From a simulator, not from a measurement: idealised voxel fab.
Herein follows the process module entitled voxel wiring stack.
Cross-section cut: width 250 nm, square cells of 5 nm.
Square cells in a grid make up a cross-section in this document, and the grid is given as bands, listed from the top down, each one or more rows of cells. First you get the band's top height and its bottom height, in nm, and then the materials it's made of, left to right, with each width in nm. If you see a single material with "all across", that one covers the band edge to edge. "air" is empty space. For the purposes of this specification, 0 denotes the height below which the wafer in its as-received condition is composed wholly of one material, and the lowermost band, lacking a lower limit, extends downward without end, as expressed in "0 -> down". Width: "30->40" (first number = top row, second number = bottom row, same change from row to row of cells). "nothing got changed" for a step: no cell of the cross-section changed in that step. In "Unvented cavities" the enclosed voids are listed, meaning empty spaces of 8 cells or larger without any opening to the top. The form is width x height at distance, distance from the left edge, units nm. On a step's line, text after the settings is the simulator commenting on that step. A step line may carry the setting "overlay nm", which, for steps involving a mask, states the distance by which the mask lay to the right of its intended position; negative values denote displacement to the left. From here on the document is pairs. In a pair, the cross-section before one process step comes with the cross-section after it, and the latter goes no deeper than the lowest band that changed. What lies in between, the step and its settings, is written under the pair. A pair may be from a different run of this module on the same starting wafer than the pair above it, so it continues from that pair only where its entry headed "Before the process" says so.
Before the process:
* 160 -> 140 = 40 resist, then 25 air, then 25 resist, then 25 air, then 25 resist, then 25 air, then 25 resist, then 25 air, then 35 resist
* 140 -> 125 = 40 aC, then 25 air, then 25 aC, then 25 air, then 25 aC, then 25 air, then 25 aC, then 25 air, then 35 aC
* 125 -> 110 = SiO2 all across
* 110 -> 105 = SiN all across
* 105 -> 95 = 35 lowk, then 15 Ru, then 35 lowk, then 15 Ru, then 35 lowk, then 15 Ru, then 35 lowk, then 15 Ru, then 50 lowk
* 95 -> 90 = 35 SiCN, then 15 Ru, then 35 SiCN, then 15 Ru, then 35 SiCN, then 15 Ru, then 35 SiCN, then 15 Ru, then 50 SiCN
* 90 -> 70 = 35 SiO2, then 5 TiN, then 20 Cu, then 5 TiN, then 20 SiO2, then 5 TiN, then 20 Cu, then 5 TiN, then 20 SiO2, then 5 TiN, then 20 Cu, then 5 TiN, then 20 SiO2, then 5 TiN, then 20 Cu, then 5 TiN, then 35 SiO2
* 70 -> 65 = 35 SiCN, then 30 TiN, then 20 SiCN, then 30 TiN, then 20 SiCN, then 30 TiN, then 20 SiCN, then 30 TiN, then 35 SiCN
* 65 -> 50 = 35 lowk, then 5 TiN, then 5 W, then 5 TiN, then 35 lowk, then 5 TiN, then 5 W, then 5 TiN, then 35 lowk, then 5 TiN, then 5 W, then 5 TiN, then 35 lowk, then 5 TiN, then 5 W, then 5 TiN, then 50 lowk
* 50 -> 45 = 35 SiCN, then 15 TiN, then 35 SiCN, then 15 TiN, then 35 SiCN, then 15 TiN, then 35 SiCN, then 15 TiN, then 50 SiCN
* 45 -> 20 = 35 lowk, then 5 TiN, then 20 Cu, then 5 TiN, then 20 lowk, then 5 TiN, then 20 Cu, then 5 TiN, then 20 lowk, then 5 TiN, then 20 Cu, then 5 TiN, then 20 lowk, then 5 TiN, then 20 Cu, then 5 TiN, then 35 lowk
* 20 -> 15 = 35 SiN, then 30 TiN, then 20 SiN, then 30 TiN, then 20 SiN, then 30 TiN, then 20 SiN, then 30 TiN, then 35 SiN
* 15 -> 0 = SiO2 all across
* 0 -> down = Si all across
* Unvented cavities: none
State After Step:
* 140 -> 125 = 40 aC, then 25 air, then 25 aC, then 25 air, then 25 aC, then 25 air, then 25 aC, then 25 air, then 35 aC
* Under 125: no change, same as before.
* Unvented cavities: none
Looking at the two cross-sections above, the step in the middle is STRIP | etch materials resist
Before the process: The pre-step condition corresponds to the post-step cross-section depicted in the pair directly above.
State After Step:
* 140 -> 125 = 40 aC, then 25 air, then 25 aC, then 25 air, then 25 aC, then 25 air, then 25 aC, then 25 air, then 35 aC
* 125 -> 110 = 40 SiO2, then 25 air, then 25 SiO2, then 25 air, then 25 SiO2, then 25 air, then 25 SiO2, then 25 air, then 35 SiO2
* Under 110: no change, same as before.
* Unvented cavities: none
Looking at the two cross-sections above, the step in the middle is DIRECTIONAL_ETCH | etch materials SiO2 | depth nm 15
Before the process: The pre-step condition corresponds to the post-step cross-section depicted in the pair directly above.
State After Step:
* 140 -> 125 = 40 aC, then 25 air, then 25 aC, then 25 air, then 25 aC, then 25 air, then 25 aC, then 25 air, then 35 aC
* 125 -> 110 = 40 SiO2, then 25 air, then 25 SiO2, then 25 air, then 25 SiO2, then 25 air, then 25 SiO2, then 25 air, then 35 SiO2
* 110 -> 105 = 40 SiN, then 25 air, then 25 SiN, then 25 air, then 25 SiN, then 25 air, then 25 SiN, then 25 air, then 35 SiN
* Under 105: no change, same as before.
* Unvented cavities: none
Looking at the two cross-sections above, the step in the middle is DIRECTIONAL_ETCH | etch materials SiN | depth nm 5
Before the process: The pre-step condition corresponds to the post-step cross-section depicted in the pair directly above.
State After Step:
* 125 -> 110 = 40 SiO2, then 25 air, then 25 SiO2, then 25 air, then 25 SiO2, then 25 air, then 25 SiO2, then 25 air, then 35 SiO2
* Under 110: no change, same as before.
* Unvented cavities: none
Looking at the two cross-sections above, the step in the middle is STRIP | etch materials aC
Before the process: The pre-step condition corresponds to the post-step cross-section depicted in the pair directly above.
State After Step:
* 130 -> 125 = 45 TiN, then 15 air, then 35 TiN, then 15 air, then 35 TiN, then 15 air, then 35 TiN, then 15 air, then 40 TiN
* 125 -> 110 = 40 SiO2, then 5 TiN, then 15 air, then 5 TiN, then 25 SiO2, then 5 TiN, then 15 air, then 5 TiN, then 25 SiO2, then 5 TiN, then 15 air, then 5 TiN, then 25 SiO2, then 5 TiN, then 15 air, then 5 TiN, then 35 SiO2
* 110 -> 105 = 40 SiN, then 25 TiN, then 25 SiN, then 25 TiN, then 25 SiN, then 25 TiN, then 25 SiN, then 25 TiN, then 35 SiN
* Under 105: no change, same as before.
* Unvented cavities: none
Looking at the two cross-sections above, the step in the middle is CONFORMAL_DEP | material TiN | thk nm 5
Before the process: The pre-step condition corresponds to the post-step cross-section depicted in the pair directly above.
State After Step:
* 135 -> 130 = Cu all across
* 130 -> 125 = 45 TiN, then 15 Cu, then 35 TiN, then 15 Cu, then 35 TiN, then 15 Cu, then 35 TiN, then 15 Cu, then 40 TiN
* 125 -> 110 = 40 SiO2, then 5 TiN, then 15 Cu, then 5 TiN, then 25 SiO2, then 5 TiN, then 15 Cu, then 5 TiN, then 25 SiO2, then 5 TiN, then 15 Cu, then 5 TiN, then 25 SiO2, then 5 TiN, then 15 Cu, then 5 TiN, then 35 SiO2
* Under 110: no change, same as before.
* Unvented cavities: none
Looking at the two cross-sections above, the step in the middle is FILL_DEP | material Cu | thk nm 5
Before the process: The pre-step condition corresponds to the post-step cross-section depicted in the pair directly above.
State After Step:
* 125 -> 110 = 40 SiO2, then 5 TiN, then 15 Cu, then 5 TiN, then 25 SiO2, then 5 TiN, then 15 Cu, then 5 TiN, then 25 SiO2, then 5 TiN, then 15 Cu, then 5 TiN, then 25 SiO2, then 5 TiN, then 15 Cu, then 5 TiN, then 35 SiO2
* Under 110: no change, same as before.
* Unvented cavities: none
Looking at the two cross-sections above, the step in the middle is CMP | height nm 125
Before the process: The pre-step condition corresponds to the post-step cross-section depicted in the pair directly above.
State After Step:
* 130 -> 125 = 35 air, then 35 Ru, then 15 air, then 35 Ru, then 15 air, then 35 Ru, then 15 air, then 35 Ru, then 30 air
* Under 125: no change, same as before.
* Unvented cavities: none
Looking at the two cross-sections above, the step in the middle is EPI | material Ru | thk nm 5
Before the process: The pre-step condition corresponds to the post-step cross-section depicted in the pair directly above.
State After Step:
* 135 -> 130 = SiCN all across
* 130 -> 125 = 35 SiCN, then 35 Ru, then 15 SiCN, then 35 Ru, then 15 SiCN, then 35 Ru, then 15 SiCN, then 35 Ru, then 30 SiCN
* Under 125: no change, same as before.
* Unvented cavities: none
Looking at the two cross-sections above, the step in the middle is FILL_DEP | material SiCN | thk nm 5
Before the process:
* 45 -> 20 = lowk all across
* 20 -> 15 = SiN all across
* 15 -> 0 = SiO2 all across
* 0 -> down = Si all across
* Unvented cavities: none
State After Step:
* 45 -> 20 = 40 lowk, then 30 air, then 20 lowk, then 30 air, then 20 lowk, then 30 air, then 20 lowk, then 30 air, then 30 lowk
* Under 20: no change, same as before.
* Unvented cavities: none
Looking at the two cross-sections above, the step in the middle is MASKED_ETCH | tone open | mask id METAL_1 | width nm 30 | pitch nm 50 | etch materials lowk | depth nm 25 | overlay nm 5
Before the process: The pre-step condition corresponds to the post-step cross-section depicted in the pair directly above.
State After Step:
* 45 -> 20 = 40 lowk, then 30 air, then 20 lowk, then 30 air, then 20 lowk, then 30 air, then 20 lowk, then 30 air, then 30 lowk
* 20 -> 15 = 40 SiN, then 25 air, then 25 SiN, then 25 air, then 25 SiN, then 25 air, then 25 SiN, then 25 air, then 35 SiN
* Under 15: no change, same as before.
* Unvented cavities: none
Looking at the two cross-sections above, the step in the middle is MASKED_ETCH | tone open | mask id METAL_1 | width nm 30 | pitch nm 50 | etch materials SiN | depth nm 5 | overlay nm 0
Before the process: The pre-step condition corresponds to the post-step cross-section depicted in the pair directly above.
State After Step:
* 50 -> 45 = 45 TiN, then 20 air, then 30 TiN, then 20 air, then 30 TiN, then 20 air, then 30 TiN, then 20 air, then 35 TiN
* 45 -> 25 = 40 lowk, then 5 TiN, then 20 air, then 5 TiN, then 20 lowk, then 5 TiN, then 20 air, then 5 TiN, then 20 lowk, then 5 TiN, then 20 air, then 5 TiN, then 20 lowk, then 5 TiN, then 20 air, then 5 TiN, then 30 lowk
* 25 -> 20 = 40 lowk, then 5 TiN, then 15 air, then 10 TiN, then 20 lowk, then 5 TiN, then 15 air, then 10 TiN, then 20 lowk, then 5 TiN, then 15 air, then 10 TiN, then 20 lowk, then 5 TiN, then 15 air, then 10 TiN, then 30 lowk
* 20 -> 15 = 40 SiN, then 25 TiN, then 25 SiN, then 25 TiN, then 25 SiN, then 25 TiN, then 25 SiN, then 25 TiN, then 35 SiN
* Under 15: no change, same as before.
* Unvented cavities: none
Looking at the two cross-sections above, the step in the middle is CONFORMAL_DEP | material TiN | thk nm 5
Before the process: The pre-step condition corresponds to the post-step cross-section depicted in the pair directly above.
State After Step:
* 60 -> 50 = Cu all across
* 50 -> 45 = 45 TiN, then 20 Cu, then 30 TiN, then 20 Cu, then 30 TiN, then 20 Cu, then 30 TiN, then 20 Cu, then 35 TiN
* 45 -> 25 = 40 lowk, then 5 TiN, then 20 Cu, then 5 TiN, then 20 lowk, then 5 TiN, then 20 Cu, then 5 TiN, then 20 lowk, then 5 TiN, then 20 Cu, then 5 TiN, then 20 lowk, then 5 TiN, then 20 Cu, then 5 TiN, then 30 lowk
* 25 -> 20 = 40 lowk, then 5 TiN, then 15 Cu, then 10 TiN, then 20 lowk, then 5 TiN, then 15 Cu, then 10 TiN, then 20 lowk, then 5 TiN, then 15 Cu, then 10 TiN, then 20 lowk, then 5 TiN, then 15 Cu, then 10 TiN, then 30 lowk
* Under 20: no change, same as before.
* Unvented cavities: none
Looking at the two cross-sections above, the step in the middle is FILL_DEP | material Cu | thk nm 10
Before the process: The pre-step condition corresponds to the post-step cross-section depicted in the pair directly above.
State After Step:
* 45 -> 25 = 40 lowk, then 5 TiN, then 20 Cu, then 5 TiN, then 20 lowk, then 5 TiN, then 20 Cu, then 5 TiN, then 20 lowk, then 5 TiN, then 20 Cu, then 5 TiN, then 20 lowk, then 5 TiN, then 20 Cu, then 5 TiN, then 30 lowk
* Under 25: no change, same as before.
* Unvented cavities: none
Looking at the two cross-sections above, the step in the middle is CMP | height nm 45
Before the process: The pre-step condition corresponds to the post-step cross-section depicted in the pair directly above.
State After Step:
* 50 -> 45 = SiCN all across
* Under 45: no change, same as before.
* Unvented cavities: none
Looking at the two cross-sections above, the step in the middle is CONFORMAL_DEP | material SiCN | thk nm 5
Before the process: The pre-step condition corresponds to the post-step cross-section depicted in the pair directly above.
State After Step:
* 65 -> 50 = lowk all across
* Under 50: no change, same as before.
* Unvented cavities: none
Looking at the two cross-sections above, the step in the middle is DIRECTIONAL_DEP | material lowk | thk nm 15
Before the process: The pre-step condition corresponds to the post-step cross-section depicted in the pair directly above.
State After Step:
* 80 -> 65 = aC all across
* Under 65: no change, same as before.
* Unvented cavities: none
Looking at the two cross-sections above, the step in the middle is DIRECTIONAL_DEP | material aC | thk nm 15
Before the process: The pre-step condition corresponds to the post-step cross-section depicted in the pair directly above.
State After Step:
* 110 -> 80 = 35 resist, then 15 air, then 35 resist, then 15 air, then 35 resist, then 15 air, then 35 resist, then 15 air, then 50 resist
* Under 80: no change, same as before.
* Unvented cavities: none
Looking at the two cross-sections above, the step in the middle is PATTERN | tone open | mask id PLUG_1 | material resist | width nm 15 | pitch nm 50 | thk nm 30 | overlay nm 0
Before the process: The pre-step condition corresponds to the post-step cross-section depicted in the pair directly above.
State After Step:
* 95 -> 80 = 35 resist, then 15 air, then 35 resist, then 15 air, then 35 resist, then 15 air, then 35 resist, then 15 air, then 50 resist
* 80 -> 65 = 35 aC, then 15 air, then 35 aC, then 15 air, then 35 aC, then 15 air, then 35 aC, then 15 air, then 50 aC
* Under 65: no change, same as before.
* Unvented cavities: none
Looking at the two cross-sections above, the step in the middle is DIRECTIONAL_ETCH | etch materials aC | depth nm 15
Before the process: The pre-step condition corresponds to the post-step cross-section depicted in the pair directly above.
State After Step:
* 80 -> 65 = 35 aC, then 15 air, then 35 aC, then 15 air, then 35 aC, then 15 air, then 35 aC, then 15 air, then 50 aC
* Under 65: no change, same as before.
* Unvented cavities: none
Looking at the two cross-sections above, the step in the middle is STRIP | etch materials resist
Before the process: The pre-step condition corresponds to the post-step cross-section depicted in the pair directly above.
State After Step:
* 80 -> 65 = 35 aC, then 15 air, then 35 aC, then 15 air, then 35 aC, then 15 air, then 35 aC, then 15 air, then 50 aC
* 65 -> 50 = 35 lowk, then 15 air, then 35 lowk, then 15 air, then 35 lowk, then 15 air, then 35 lowk, then 15 air, then 50 lowk
* Under 50: no change, same as before.
* Unvented cavities: none
Looking at the two cross-sections above, the step in the middle is DIRECTIONAL_ETCH | etch materials lowk | depth nm 15
Before the process: The pre-step condition corresponds to the post-step cross-section depicted in the pair directly above.
State After Step:
* 80 -> 65 = 35 aC, then 15 air, then 35 aC, then 15 air, then 35 aC, then 15 air, then 35 aC, then 15 air, then 50 aC
* 65 -> 50 = 35 lowk, then 15 air, then 35 lowk, then 15 air, then 35 lowk, then 15 air, then 35 lowk, then 15 air, then 50 lowk
* 50 -> 45 = 35 SiCN, then 15 air, then 35 SiCN, then 15 air, then 35 SiCN, then 15 air, then 35 SiCN, then 15 air, then 50 SiCN
* Under 45: no change, same as before.
* Unvented cavities: none
Looking at the two cross-sections above, the step in the middle is DIRECTIONAL_ETCH | etch materials SiCN | depth nm 5
Before the process: The pre-step condition corresponds to the post-step cross-section depicted in the pair directly above.
State After Step:
* 65 -> 50 = 35 lowk, then 15 air, then 35 lowk, then 15 air, then 35 lowk, then 15 air, then 35 lowk, then 15 air, then 50 lowk
* Under 50: no change, same as before.
* Unvented cavities: none
Looking at the two cross-sections above, the step in the middle is STRIP | etch materials aC
Before the process: The pre-step condition corresponds to the post-step cross-section depicted in the pair directly above.
State After Step:
* 70 -> 65 = 40 TiN, then 5 air, then 45 TiN, then 5 air, then 45 TiN, then 5 air, then 45 TiN, then 5 air, then 55 TiN
* 65 -> 50 = 35 lowk, then 5 TiN, then 5 air, then 5 TiN, then 35 lowk, then 5 TiN, then 5 air, then 5 TiN, then 35 lowk, then 5 TiN, then 5 air, then 5 TiN, then 35 lowk, then 5 TiN, then 5 air, then 5 TiN, then 50 lowk
* 50 -> 45 = 35 SiCN, then 15 TiN, then 35 SiCN, then 15 TiN, then 35 SiCN, then 15 TiN, then 35 SiCN, then 15 TiN, then 50 SiCN
* Under 45: no change, same as before.
* Unvented cavities: none
Looking at the two cross-sections above, the step in the middle is CONFORMAL_DEP | material TiN | thk nm 5
Before the process: The pre-step condition corresponds to the post-step cross-section depicted in the pair directly above.
State After Step:
* 80 -> 70 = W all across
* 70 -> 65 = 40 TiN, then 5 W, then 45 TiN, then 5 W, then 45 TiN, then 5 W, then 45 TiN, then 5 W, then 55 TiN
* 65 -> 50 = 35 lowk, then 5 TiN, then 5 W, then 5 TiN, then 35 lowk, then 5 TiN, then 5 W, then 5 TiN, then 35 lowk, then 5 TiN, then 5 W, then 5 TiN, then 35 lowk, then 5 TiN, then 5 W, then 5 TiN, then 50 lowk
* Under 50: no change, same as before.
* Unvented cavities: none
Looking at the two cross-sections above, the step in the middle is FILL_DEP | material W | thk nm 10
Before the process: The pre-step condition corresponds to the post-step cross-section depicted in the pair directly above.
State After Step:
* 65 -> 50 = 35 lowk, then 5 TiN, then 5 W, then 5 TiN, then 35 lowk, then 5 TiN, then 5 W, then 5 TiN, then 35 lowk, then 5 TiN, then 5 W, then 5 TiN, then 35 lowk, then 5 TiN, then 5 W, then 5 TiN, then 50 lowk
* Under 50: no change, same as before.
* Unvented cavities: none
Looking at the two cross-sections above, the step in the middle is CMP | height nm 65
Before the process: The pre-step condition corresponds to the post-step cross-section depicted in the pair directly above.
State After Step:
* 70 -> 65 = SiCN all across
* Under 65: no change, same as before.
* Unvented cavities: none
Looking at the two cross-sections above, the step in the middle is CONFORMAL_DEP | material SiCN | thk nm 5
Before the process: The pre-step condition corresponds to the post-step cross-section depicted in the pair directly above.
State After Step:
* 90 -> 70 = SiO2 all across
* Under 70: no change, same as before.
* Unvented cavities: none
Looking at the two cross-sections above, the step in the middle is DIRECTIONAL_DEP | material SiO2 | thk nm 20
Before the process: The pre-step condition corresponds to the post-step cross-section depicted in the pair directly above.
State After Step:
* 105 -> 90 = aC all across
* Under 90: no change, same as before.
* Unvented cavities: none
Looking at the two cross-sections above, the step in the middle is DIRECTIONAL_DEP | material aC | thk nm 15
Before the process: The pre-step condition corresponds to the post-step cross-section depicted in the pair directly above.
State After Step:
* 140 -> 105 = 35 resist, then 30 air, then 20 resist, then 30 air, then 20 resist, then 30 air, then 20 resist, then 30 air, then 35 resist
* Under 105: no change, same as before.
* Unvented cavities: none
Looking at the two cross-sections above, the step in the middle is PATTERN | tone open | mask id METAL_2 | material resist | width nm 30 | pitch nm 50 | thk nm 35 | overlay nm 0
Before the process: The pre-step condition corresponds to the post-step cross-section depicted in the pair directly above.
State After Step:
* 125 -> 105 = 35 resist, then 30 air, then 20 resist, then 30 air, then 20 resist, then 30 air, then 20 resist, then 30 air, then 35 resist
* 105 -> 90 = 35 aC, then 30 air, then 20 aC, then 30 air, then 20 aC, then 30 air, then 20 aC, then 30 air, then 35 aC
* Under 90: no change, same as before.
* Unvented cavities: none
Looking at the two cross-sections above, the step in the middle is DIRECTIONAL_ETCH | etch materials aC | depth nm 15
Before the process: The pre-step condition corresponds to the post-step cross-section depicted in the pair directly above.
State After Step:
* 105 -> 90 = 35 aC, then 30 air, then 20 aC, then 30 air, then 20 aC, then 30 air, then 20 aC, then 30 air, then 35 aC
* Under 90: no change, same as before.
* Unvented cavities: none
Looking at the two cross-sections above, the step in the middle is STRIP | etch materials resist
Before the process: The pre-step condition corresponds to the post-step cross-section depicted in the pair directly above.
State After Step:
* 105 -> 90 = 35 aC, then 30 air, then 20 aC, then 30 air, then 20 aC, then 30 air, then 20 aC, then 30 air, then 35 aC
* 90 -> 70 = 35 SiO2, then 30 air, then 20 SiO2, then 30 air, then 20 SiO2, then 30 air, then 20 SiO2, then 30 air, then 35 SiO2
* Under 70: no change, same as before.
* Unvented cavities: none
Looking at the two cross-sections above, the step in the middle is DIRECTIONAL_ETCH | etch materials SiO2 | depth nm 20
Before the process: The pre-step condition corresponds to the post-step cross-section depicted in the pair directly above.
State After Step:
* 105 -> 90 = 35 aC, then 30 air, then 20 aC, then 30 air, then 20 aC, then 30 air, then 20 aC, then 30 air, then 35 aC
* 90 -> 70 = 35 SiO2, then 30 air, then 20 SiO2, then 30 air, then 20 SiO2, then 30 air, then 20 SiO2, then 30 air, then 35 SiO2
* 70 -> 65 = 35 SiCN, then 30 air, then 20 SiCN, then 30 air, then 20 SiCN, then 30 air, then 20 SiCN, then 30 air, then 35 SiCN
* Under 65: no change, same as before.
* Unvented cavities: none
Looking at the two cross-sections above, the step in the middle is DIRECTIONAL_ETCH | etch materials SiCN | depth nm 5
Before the process: The pre-step condition corresponds to the post-step cross-section depicted in the pair directly above.
State After Step:
* 90 -> 70 = 35 SiO2, then 30 air, then 20 SiO2, then 30 air, then 20 SiO2, then 30 air, then 20 SiO2, then 30 air, then 35 SiO2
* Under 70: no change, same as before.
* Unvented cavities: none
Looking at the two cross-sections above, the step in the middle is STRIP | etch materials aC
Before the process: The pre-step condition corresponds to the post-step cross-section depicted in the pair directly above.
State After Step:
* 95 -> 90 = 40 TiN, then 20 air, then 30 TiN, then 20 air, then 30 TiN, then 20 air, then 30 TiN, then 20 air, then 40 TiN
* 90 -> 70 = 35 SiO2, then 5 TiN, then 20 air, then 5 TiN, then 20 SiO2, then 5 TiN, then 20 air, then 5 TiN, then 20 SiO2, then 5 TiN, then 20 air, then 5 TiN, then 20 SiO2, then 5 TiN, then 20 air, then 5 TiN, then 35 SiO2
* 70 -> 65 = 35 SiCN, then 30 TiN, then 20 SiCN, then 30 TiN, then 20 SiCN, then 30 TiN, then 20 SiCN, then 30 TiN, then 35 SiCN
* Under 65: no change, same as before.
* Unvented cavities: none
Looking at the two cross-sections above, the step in the middle is CONFORMAL_DEP | material TiN | thk nm 5
Before the process: The pre-step condition corresponds to the post-step cross-section depicted in the pair directly above.
State After Step:
* 100 -> 95 = Cu all across
* 95 -> 90 = 40 TiN, then 20 Cu, then 30 TiN, then 20 Cu, then 30 TiN, then 20 Cu, then 30 TiN, then 20 Cu, then 40 TiN
* 90 -> 70 = 35 SiO2, then 5 TiN, then 20 Cu, then 5 TiN, then 20 SiO2, then 5 TiN, then 20 Cu, then 5 TiN, then 20 SiO2, then 5 TiN, then 20 Cu, then 5 TiN, then 20 SiO2, then 5 TiN, then 20 Cu, then 5 TiN, then 35 SiO2
* Under 70: no change, same as before.
* Unvented cavities: none
Looking at the two cross-sections above, the step in the middle is FILL_DEP | material Cu | thk nm 5
Before the process: The pre-step condition corresponds to the post-step cross-section depicted in the pair directly above.
State After Step:
* 90 -> 70 = 35 SiO2, then 5 TiN, then 20 Cu, then 5 TiN, then 20 SiO2, then 5 TiN, then 20 Cu, then 5 TiN, then 20 SiO2, then 5 TiN, then 20 Cu, then 5 TiN, then 20 SiO2, then 5 TiN, then 20 Cu, then 5 TiN, then 35 SiO2
* Under 70: no change, same as before.
* Unvented cavities: none
Looking at the two cross-sections above, the step in the middle is CMP | height nm 90
Before the process: The pre-step condition corresponds to the post-step cross-section depicted in the pair directly above.
State After Step:
* 95 -> 90 = SiCN all across
* Under 90: no change, same as before.
* Unvented cavities: none
Looking at the two cross-sections above, the step in the middle is CONFORMAL_DEP | material SiCN | thk nm 5
Before the process: The pre-step condition corresponds to the post-step cross-section depicted in the pair directly above.
State After Step:
* 105 -> 95 = lowk all across
* Under 95: no change, same as before.
* Unvented cavities: none
Looking at the two cross-sections above, the step in the middle is DIRECTIONAL_DEP | material lowk | thk nm 10
Before the process: The pre-step condition corresponds to the post-step cross-section depicted in the pair directly above.
State After Step:
* 115 -> 105 = aC all across
* Under 105: no change, same as before.
* Unvented cavities: none
Looking at the two cross-sections above, the step in the middle is DIRECTIONAL_DEP | material aC | thk nm 10
Before the process: The pre-step condition corresponds to the post-step cross-section depicted in the pair directly above.
State After Step:
* 140 -> 115 = 35 resist, then 15 air, then 35 resist, then 15 air, then 35 resist, then 15 air, then 35 resist, then 15 air, then 50 resist
* Under 115: no change, same as before.
* Unvented cavities: none
Looking at the two cross-sections above, the step in the middle is PATTERN | tone open | mask id PLUG_2 | material resist | width nm 15 | pitch nm 50 | thk nm 25 | overlay nm 0
Before the process: The pre-step condition corresponds to the post-step cross-section depicted in the pair directly above.
State After Step:
* 130 -> 115 = 35 resist, then 15 air, then 35 resist, then 15 air, then 35 resist, then 15 air, then 35 resist, then 15 air, then 50 resist
* 115 -> 105 = 35 aC, then 15 air, then 35 aC, then 15 air, then 35 aC, then 15 air, then 35 aC, then 15 air, then 50 aC
* Under 105: no change, same as before.
* Unvented cavities: none
Looking at the two cross-sections above, the step in the middle is DIRECTIONAL_ETCH | etch materials aC | depth nm 10
Before the process: The pre-step condition corresponds to the post-step cross-section depicted in the pair directly above.
State After Step:
* 115 -> 105 = 35 aC, then 15 air, then 35 aC, then 15 air, then 35 aC, then 15 air, then 35 aC, then 15 air, then 50 aC
* Under 105: no change, same as before.
* Unvented cavities: none
Looking at the two cross-sections above, the step in the middle is STRIP | etch materials resist
Before the process: The pre-step condition corresponds to the post-step cross-section depicted in the pair directly above.
State After Step:
* 115 -> 105 = 35 aC, then 15 air, then 35 aC, then 15 air, then 35 aC, then 15 air, then 35 aC, then 15 air, then 50 aC
* 105 -> 95 = 35 lowk, then 15 air, then 35 lowk, then 15 air, then 35 lowk, then 15 air, then 35 lowk, then 15 air, then 50 lowk
* Under 95: no change, same as before.
* Unvented cavities: none
Looking at the two cross-sections above, the step in the middle is DIRECTIONAL_ETCH | etch materials lowk | depth nm 10
Before the process: The pre-step condition corresponds to the post-step cross-section depicted in the pair directly above.
State After Step:
* 115 -> 105 = 35 aC, then 15 air, then 35 aC, then 15 air, then 35 aC, then 15 air, then 35 aC, then 15 air, then 50 aC
* 105 -> 95 = 35 lowk, then 15 air, then 35 lowk, then 15 air, then 35 lowk, then 15 air, then 35 lowk, then 15 air, then 50 lowk
* 95 -> 90 = 35 SiCN, then 15 air, then 35 SiCN, then 15 air, then 35 SiCN, then 15 air, then 35 SiCN, then 15 air, then 50 SiCN
* Under 90: no change, same as before.
* Unvented cavities: none
Looking at the two cross-sections above, the step in the middle is DIRECTIONAL_ETCH | etch materials SiCN | depth nm 5
Before the process: The pre-step condition corresponds to the post-step cross-section depicted in the pair directly above.
State After Step:
* 105 -> 95 = 35 lowk, then 15 air, then 35 lowk, then 15 air, then 35 lowk, then 15 air, then 35 lowk, then 15 air, then 50 lowk
* Under 95: no change, same as before.
* Unvented cavities: none
Looking at the two cross-sections above, the step in the middle is STRIP | etch materials aC
Before the process: The pre-step condition corresponds to the post-step cross-section depicted in the pair directly above.
State After Step:
* 105 -> 100 = 35 lowk, then 15 air, then 35 lowk, then 15 air, then 35 lowk, then 15 air, then 35 lowk, then 15 air, then 50 lowk
* 100 -> 95 = 35 lowk, then 15 Ru, then 35 lowk, then 15 Ru, then 35 lowk, then 15 Ru, then 35 lowk, then 15 Ru, then 50 lowk
* 95 -> 90 = 35 SiCN, then 15 Ru, then 35 SiCN, then 15 Ru, then 35 SiCN, then 15 Ru, then 35 SiCN, then 15 Ru, then 50 SiCN
* Under 90: no change, same as before.
* Unvented cavities: none
Looking at the two cross-sections above, the step in the middle is EPI | material Ru | thk nm 10
Before the process: The pre-step condition corresponds to the post-step cross-section depicted in the pair directly above.
State After Step:
* 105 -> 95 = 35 lowk, then 15 Ru, then 35 lowk, then 15 Ru, then 35 lowk, then 15 Ru, then 35 lowk, then 15 Ru, then 50 lowk
* Under 95: no change, same as before.
* Unvented cavities: none
Looking at the two cross-sections above, the step in the middle is EPI | material Ru | thk nm 5
Before the process: The pre-step condition corresponds to the post-step cross-section depicted in the pair directly above.
State After Step:
* 110 -> 105 = SiN all across
* Under 105: no change, same as before.
* Unvented cavities: none
Looking at the two cross-sections above, the step in the middle is CONFORMAL_DEP | material SiN | thk nm 5
Before the process: The pre-step condition corresponds to the post-step cross-section depicted in the pair directly above.
State After Step:
* 125 -> 110 = SiO2 all across
* Under 110: no change, same as before.
* Unvented cavities: none
Looking at the two cross-sections above, the step in the middle is DIRECTIONAL_DEP | material SiO2 | thk nm 15
Before the process: The pre-step condition corresponds to the post-step cross-section depicted in the pair directly above.
State After Step:
* 140 -> 125 = aC all across
* Under 125: no change, same as before.
* Unvented cavities: none
Looking at the two cross-sections above, the step in the middle is DIRECTIONAL_DEP | material aC | thk nm 15
Before the process: The pre-step condition corresponds to the post-step cross-section depicted in the pair directly above.
State After Step:
* 175 -> 140 = 35 resist, then 30 air, then 20 resist, then 30 air, then 20 resist, then 30 air, then 20 resist, then 30 air, then 35 resist
* Under 140: no change, same as before.
* Unvented cavities: none
Looking at the two cross-sections above, the step in the middle is PATTERN | tone open | mask id METAL_3 | material resist | width nm 30 | pitch nm 50 | thk nm 35 | overlay nm 0
Before the process: The pre-step condition corresponds to the post-step cross-section depicted in the pair directly above.
State After Step:
* 160 -> 140 = 35 resist, then 30 air, then 20 resist, then 30 air, then 20 resist, then 30 air, then 20 resist, then 30 air, then 35 resist
* 140 -> 125 = 35 aC, then 30 air, then 20 aC, then 30 air, then 20 aC, then 30 air, then 20 aC, then 30 air, then 35 aC
* Under 125: no change, same as before.
* Unvented cavities: none
Looking at the two cross-sections above, the step in the middle is DIRECTIONAL_ETCH | etch materials aC | depth nm 15
Before the process: The pre-step condition corresponds to the post-step cross-section depicted in the pair directly above.
State After Step:
* 140 -> 125 = 35 aC, then 30 air, then 20 aC, then 30 air, then 20 aC, then 30 air, then 20 aC, then 30 air, then 35 aC
* Under 125: no change, same as before.
* Unvented cavities: none
Looking at the two cross-sections above, the step in the middle is STRIP | etch materials resist
Before the process: The pre-step condition corresponds to the post-step cross-section depicted in the pair directly above.
State After Step:
* 140 -> 125 = 35 aC, then 30 air, then 20 aC, then 30 air, then 20 aC, then 30 air, then 20 aC, then 30 air, then 35 aC
* 125 -> 110 = 35 SiO2, then 30 air, then 20 SiO2, then 30 air, then 20 SiO2, then 30 air, then 20 SiO2, then 30 air, then 35 SiO2
* Under 110: no change, same as before.
* Unvented cavities: none
Looking at the two cross-sections above, the step in the middle is DIRECTIONAL_ETCH | etch materials SiO2 | depth nm 15
